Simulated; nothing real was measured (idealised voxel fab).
A process module follows: voxel wiring stack.
300 nm wide, 5 nm square cells: that's cross-section cut.
A cross-section is a grid of square cells, given in bands from the top down. A band is one or more rows of cells. Band: top and bottom heights (nm) first, top before bottom; then materials from left to right, widths in nm. "edge to edge" marks a sole material filling the band edge to edge. "air" denotes empty space. Basically, 0 is our baseline, since under it the wafer straight out of the box is all one material. The bottom band has no lower end and keeps on going down, so it looks like "top 0, no bottom". A width given as "30..40" starts at the first number in the band's top row and ends at the second number in its bottom row, shifting by an equal amount at every step from row to row. Where the words "same as before" appear for a step, the cross-section shows no cell changed by that step; every cell remained as before. Voids not open to the top, 8 cells minimum: see "Voids, sealed". Written width x height at distance; distance is from the left edge; nm. Post-settings text on a step line: simulator's own remark regarding the step. A step's line can hold "overlay nm"; with a mask on that step, the setting says how far right of the planned place the mask lay, while a negative setting says it lay to the left.
[Intended process steps]
step 1: RECEIVE | material Si
step 2: CONFORMAL_DEP | material SiO2 | thk nm 15
step 3: DIRECTIONAL_DEP | material TiN | thk nm 5
step 4: DIRECTIONAL_DEP | material W | thk nm 15
step 5: PATTERN | tone cover | mask id METAL_1 | material resist | width nm 25 | pitch nm 55 | thk nm 20 | overlay nm 0
step 6: DIRECTIONAL_ETCH | etch materials W | depth nm 15
step 7: DIRECTIONAL_ETCH | etch materials TiN | depth nm 5
step 8: STRIP | etch materials resist
step 9: CONFORMAL_DEP | material SiCN | thk nm 5
step 10: FILL_DEP | material lowk | thk nm 10
step 11: CMP | height nm 35
step 12: CONFORMAL_DEP | material SiCN | thk nm 5
step 13: DIRECTIONAL_DEP | material lowk | thk nm 10
step 14: DIRECTIONAL_DEP | material aC | thk nm 10
step 15: PATTERN | tone open | mask id PLUG_1 | material resist | width nm 15 | thk nm 25 | overlay nm 0
step 16: DIRECTIONAL_ETCH | etch materials aC | depth nm 10
step 17: STRIP | etch materials resist
step 18: DIRECTIONAL_ETCH | etch materials lowk | depth nm 10
step 19: DIRECTIONAL_ETCH | etch materials SiCN | depth nm 5
step 20: STRIP | etch materials aC
step 21: CONFORMAL_DEP | material TiN | thk nm 5
step 22: FILL_DEP | material Cu | thk nm 5
step 23: CMP | height nm 50
step 24: CONFORMAL_DEP | material SiCN | thk nm 5
step 25: DIRECTIONAL_DEP | material lowk | thk nm 15
step 26: MASKED_ETCH | tone open | mask id METAL_2 | width nm 25 | pitch nm 55 | etch materials lowk | depth nm 15 | overlay nm 0
step 27: MASKED_ETCH | tone open | mask id METAL_2 | width nm 25 | pitch nm 55 | etch materials SiCN | depth nm 5 | overlay nm 0
step 28: CONFORMAL_DEP | material TiN | thk nm 5
step 29: FILL_DEP | material Cu | thk nm 5
step 30: CMP | height nm 70
step 31: CONFORMAL_DEP | material SiCN | thk nm 5
step 32: DIRECTIONAL_DEP | material lowk | thk nm 15
step 33: PATTERN | tone open | mask id PLUG_2 | material resist | width nm 15 | thk nm 15 | overlay nm 0
step 34: DIRECTIONAL_ETCH | etch materials lowk | depth nm 15
step 35: DIRECTIONAL_ETCH | etch materials SiCN | depth nm 5
step 36: STRIP | etch materials resist
step 37: CONFORMAL_DEP | material TiN | thk nm 5
step 38: FILL_DEP | material Cu | thk nm 5
step 39: CMP | height nm 90
step 40: DIRECTIONAL_DEP | material TiN | thk nm 5
step 41: DIRECTIONAL_DEP | material Ru | thk nm 20
step 42: MASKED_ETCH | tone cover | mask id METAL_3 | width nm 25 | pitch nm 55 | etch materials Ru | depth nm 20 | overlay nm 0
step 43: MASKED_ETCH | tone cover | mask id METAL_3 | width nm 25 | pitch nm 55 | etch materials TiN | depth nm 5 | overlay nm 0
step 44: CONFORMAL_DEP | material SiCN | thk nm 5
step 45: FILL_DEP | material SiO2 | thk nm 5
step 46: CMP | height nm 115
step 47: CONFORMAL_DEP | material SiCN | thk nm 5
step 48: DIRECTIONAL_DEP | material lowk | thk nm 30
step 49: PATTERN | tone open | mask id METAL_4_HOLES | material resist | width nm 15 | pitch nm 55 | thk nm 20 | overlay nm 0
step 50: DIRECTIONAL_ETCH | etch materials lowk | depth nm 30
step 51: STRIP | etch materials resist
step 52: PATTERN | tone open | mask id METAL_4 | material resist | width nm 25 | pitch nm 55 | thk nm 15 | overlay nm 0
step 53: DIRECTIONAL_ETCH | etch materials lowk | depth nm 15
step 54: DIRECTIONAL_ETCH | etch materials SiCN | depth nm 5
step 55: STRIP | etch materials resist
step 56: CONFORMAL_DEP | material TiN | thk nm 5
step 57: FILL_DEP | material Cu | thk nm 10
step 58: CMP | height nm 150
step 59: CONFORMAL_DEP | material SiN | thk nm 5
[As received (post step 1): cross-section]
> top 0, no bottom: Si edge to edge
> Voids, sealed: none
[End-of-module cross-section of the first of two wafers, processed as planned]
> top 155, bottom 150: SiN edge to edge
> top 150, bottom 140: lowk 110 nm, TiN 5 nm, Cu 15 nm, TiN 5 nm, lowk 30 nm, TiN 5 nm, Cu 15 nm, TiN 5 nm, lowk 110 nm
> top 140, bottom 135: lowk 110 nm, TiN 5 nm, Cu 5 nm, TiN 15 nm, lowk 30 nm, TiN 5 nm, Cu 5 nm, TiN 15 nm, lowk 110 nm
> top 135, bottom 120: lowk 110 nm, TiN 5 nm, Cu 5 nm, TiN 5 nm, lowk 40 nm, TiN 5 nm, Cu 5 nm, TiN 5 nm, lowk 120 nm
> top 120, bottom 115: SiCN 110 nm, TiN 15 nm, SiCN 40 nm, TiN 15 nm, SiCN 120 nm
> top 115, bottom 95: SiO2 105 nm, SiCN 5 nm, Ru 25 nm, SiCN 5 nm, SiO2 20 nm, SiCN 5 nm, Ru 25 nm, SiCN 5 nm, SiO2 105 nm
> top 95, bottom 90: SiCN 110 nm, TiN 25 nm, SiCN 30 nm, TiN 25 nm, SiCN 110 nm
> top 90, bottom 75: lowk 110 nm, TiN 5 nm, Cu 5 nm, TiN 5 nm, lowk 175 nm
> top 75, bottom 70: SiCN 110 nm, TiN 15 nm, SiCN 175 nm
> top 70, bottom 55: lowk 110 nm, TiN 5 nm, Cu 15 nm, TiN 5 nm, lowk 30 nm, TiN 5 nm, Cu 15 nm, TiN 5 nm, lowk 110 nm
> top 55, bottom 50: SiCN 110 nm, TiN 25 nm, SiCN 30 nm, TiN 25 nm, SiCN 110 nm
> top 50, bottom 40: lowk 110 nm, TiN 5 nm, Cu 5 nm, TiN 5 nm, lowk 175 nm
> top 40, bottom 35: SiCN 110 nm, TiN 15 nm, SiCN 175 nm
> top 35, bottom 20: lowk 105 nm, SiCN 5 nm, W 25 nm, SiCN 5 nm, lowk 20 nm, SiCN 5 nm, W 25 nm, SiCN 5 nm, lowk 105 nm
> top 20, bottom 15: SiCN 110 nm, TiN 25 nm, SiCN 30 nm, TiN 25 nm, SiCN 110 nm
> top 15, bottom 0: SiO2 edge to edge
> top 0, no bottom: Si edge to edge
> Voids, sealed: none
[Second of two wafers, module complete, sectioned: it shares the first wafer's start and plan but was run with one mistake]
> top 155, bottom 150: SiN edge to edge
> top 150, bottom 140: lowk 110 nm, TiN 5 nm, Cu 5 nm, TiN 5 nm, lowk 40 nm, TiN 5 nm, Cu 5 nm, TiN 5 nm, lowk 120 nm
> top 140, bottom 135: lowk 110 nm, TiN 15 nm, lowk 40 nm, TiN 15 nm, lowk 120 nm
> top 135, bottom 120: lowk edge to edge
> top 120, bottom 115: SiCN edge to edge
> top 115, bottom 95: SiO2 105 nm, SiCN 5 nm, Ru 25 nm, SiCN 5 nm, SiO2 20 nm, SiCN 5 nm, Ru 25 nm, SiCN 5 nm, SiO2 105 nm
> top 95, bottom 90: SiCN 110 nm, TiN 25 nm, SiCN 30 nm, TiN 25 nm, SiCN 110 nm
> top 90, bottom 75: lowk 110 nm, TiN 5 nm, Cu 5 nm, TiN 5 nm, lowk 175 nm
> top 75, bottom 70: SiCN 110 nm, TiN 15 nm, SiCN 175 nm
> top 70, bottom 55: lowk 110 nm, TiN 5 nm, Cu 15 nm, TiN 5 nm, lowk 30 nm, TiN 5 nm, Cu 15 nm, TiN 5 nm, lowk 110 nm
> top 55, bottom 50: SiCN 110 nm, TiN 25 nm, SiCN 30 nm, TiN 25 nm, SiCN 110 nm
> top 50, bottom 40: lowk 110 nm, TiN 5 nm, Cu 5 nm, TiN 5 nm, lowk 175 nm
> top 40, bottom 35: SiCN 110 nm, TiN 15 nm, SiCN 175 nm
> top 35, bottom 20: lowk 105 nm, SiCN 5 nm, W 25 nm, SiCN 5 nm, lowk 20 nm, SiCN 5 nm, W 25 nm, SiCN 5 nm, lowk 105 nm
> top 20, bottom 15: SiCN 110 nm, TiN 25 nm, SiCN 30 nm, TiN 25 nm, SiCN 110 nm
> top 15, bottom 0: SiO2 edge to edge
> top 0, no bottom: Si edge to edge
> Voids, sealed: none
Here's what went sideways: plan step 48 was twice executed
The final cell counts differ between the wafers, with the second having more or fewer of some materials than the first: 16 fewer of Cu; 6 more of SiCN; 20 fewer of TiN; 30 more of lowk
